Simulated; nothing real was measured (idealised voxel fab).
This section sets out a process module, namely voxel local oxidation.
Cross-sectional view cut (width: 190 nm; square cell size: 5 nm).
Cross-section, as written here: a square-cell grid given band by band from the top down, where a band holds one or more rows of cells. First you get the band's top height and its bottom height, in nm, and then the materials it's made of, left to right, with each width in nm. If you see a single material with "throughout", that one covers the band edge to edge. "empty" is empty space. Heads up on the height convention: 0 is the point under which the incoming wafer is all one material, and the lowest band has no bottom, it just keeps going down, like "z 0 and below". So if you see something like "30 to 40" for the width, read it as the top row of the band sitting at the first number and the bottom row at the second, with every row in between moving by the same amount as the last. "remains unaltered" means the step left every cell of the cross-section as it was. "Cavities, closed": empty spaces of 8 cells or more with no open way to the top, each given as width x height at distance, distance from the left edge, all in nm. Formally, on a step line, whatever follows the settings is a remark that the simulator itself makes on the step. The line of a step may include "overlay nm". On a step with a mask, this value is how far to the right of its planned place the mask lay. A negative value means the mask lay to the left.
So here's the lineup of process steps we planned:
1,RECEIVE, material Si
2,OXIDIZE, depth nm 5
3,CONFORMAL_DEP, material SiN, thk nm 15
4,MASKED_ETCH, tone cover, mask id ACTIVE, width nm 90, etch materials SiN, depth nm 5, overlay nm 0
5,SELECTIVE_ETCH, etch materials SiO2, depth nm 5
6,OXIDIZE, depth nm 10
7,STRIP, etch materials SiN
Variable across wafers: step 4 depth nm (plan value is that of the first wafer; starting state common to all).
Sectional view: first of several wafers, as received, after step 1:
  z 0 and below  Si throughout
  Cavities, closed: none
Cross-sectional representation of the first of several wafers at the end of the module, i.e. after its terminal step, step 7:
  z 0 to -5  SiO2 throughout
  z -5 and below  Si throughout
  Cavities, closed: none
End of module, last wafer sectioned:
  z 0 to -5  empty (55), then SiO2 (80), then empty (55)
  z -5 to -15  SiO2 (65), then Si (60), then SiO2 (65)
  z -15 and below  Si throughout
  Cavities, closed: none
Quick key for the table: a row per wafer, taken at the end of the module. For each material it tells you how many cells the wafer gained (+) or lost (-) since it came in, and the closed voids come after:
depth nm 5; -38 Si; +38 SiO2; Cavities, closed: none
depth nm 10; -38 Si; +38 SiO2; Cavities, closed: none
depth nm 15; -90 Si; +68 SiO2; Cavities, closed: none
depth nm 20; -90 Si; +68 SiO2; Cavities, closed: none
depth nm 25; -90 Si; +68 SiO2; Cavities, closed: none
depth nm 30; -90 Si; +68 SiO2; Cavities, closed: none
